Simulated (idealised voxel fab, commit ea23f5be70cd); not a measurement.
The process module that follows is named voxel spacer lines.
The cross-section shown here is cut; it is 155 nm wide and divided into square cells measuring 5 nm on a side.
Cross-section spec: square-cell grid; bands listed top down; each band is one or more rows.
Within each band entry, the heights of the top and of the bottom of the band appear first, in that order and in nm; the materials of the band then follow from left to right, each with its corresponding width in nm. The designation "everywhere" on a single material indicates that it fills the band from edge to edge; the designation "empty" indicates empty space.
All heights in this document are referenced to 0, defined as the level beneath which the wafer, as received, consists entirely of one material. The lowest band is not bounded below; it extends indefinitely downward and is written in the form "0 down".
Per-row width for "30 to 40": begins at first number (top row of band), ends at second number (bottom row), increment between rows held constant.
"nothing got changed" for a step: no cell of the cross-section changed in that step.
In the "Enclosed void listing" entry, you get each enclosed empty space of 8 cells or more, one with no open way to the top, written width x height at distance, distance from the left edge, in nm.
Read whatever lies past the settings on a step's line as the simulator's own remark about the step.
"overlay nm" answers the question of how far to the right of plan the mask lay on a step that has a mask, and when it is negative the answer is to the left.

# Process steps foreseen in the plan
1) RECEIVE | material Si
2) CONFORMAL_DEP | material Al2O3 | thk nm 10
3) DIRECTIONAL_DEP | material W | thk nm 20
4) DIRECTIONAL_DEP | material aC | thk nm 30
5) PATTERN | tone cover | mask id MANDREL | material resist | width nm 20 | pitch nm 60 | thk nm 40 | overlay nm -15
6) DIRECTIONAL_ETCH | etch materials aC | depth nm 30
7) STRIP | etch materials resist
8) CONFORMAL_DEP | material SiN | thk nm 10
9) DIRECTIONAL_ETCH | etch materials SiN | depth nm 10
10) STRIP | etch materials aC
11) DIRECTIONAL_ETCH | etch materials W | depth nm 20
12) STRIP | etch materials SiN
Where the wafers of this document differ is in the overlay nm of step 5; they start out the same, and the plan states the value that applied to the first wafer.

# first wafer as received, after step 1
    0 down = Si everywhere
    Enclosed void listing: none

# Here is how to read the rows: every wafer has a row, and it shows the wafer at the end of the module, giving for each material how many cells were gained (+) or lost (-) since the wafer was received, then listing its closed voids
overlay nm -15, +62 Al2O3, +32 W, Enclosed void listing: none
overlay nm -10, +62 Al2O3, +32 W, Enclosed void listing: none
overlay nm -5, +62 Al2O3, +32 W, Enclosed void listing: none
overlay nm 0, +62 Al2O3, +32 W, Enclosed void listing: none
overlay nm 5, +62 Al2O3, +32 W, Enclosed void listing: none
overlay nm 10, +62 Al2O3, +32 W, Enclosed void listing: none
overlay nm 15, +62 Al2O3, +32 W, Enclosed void listing: none
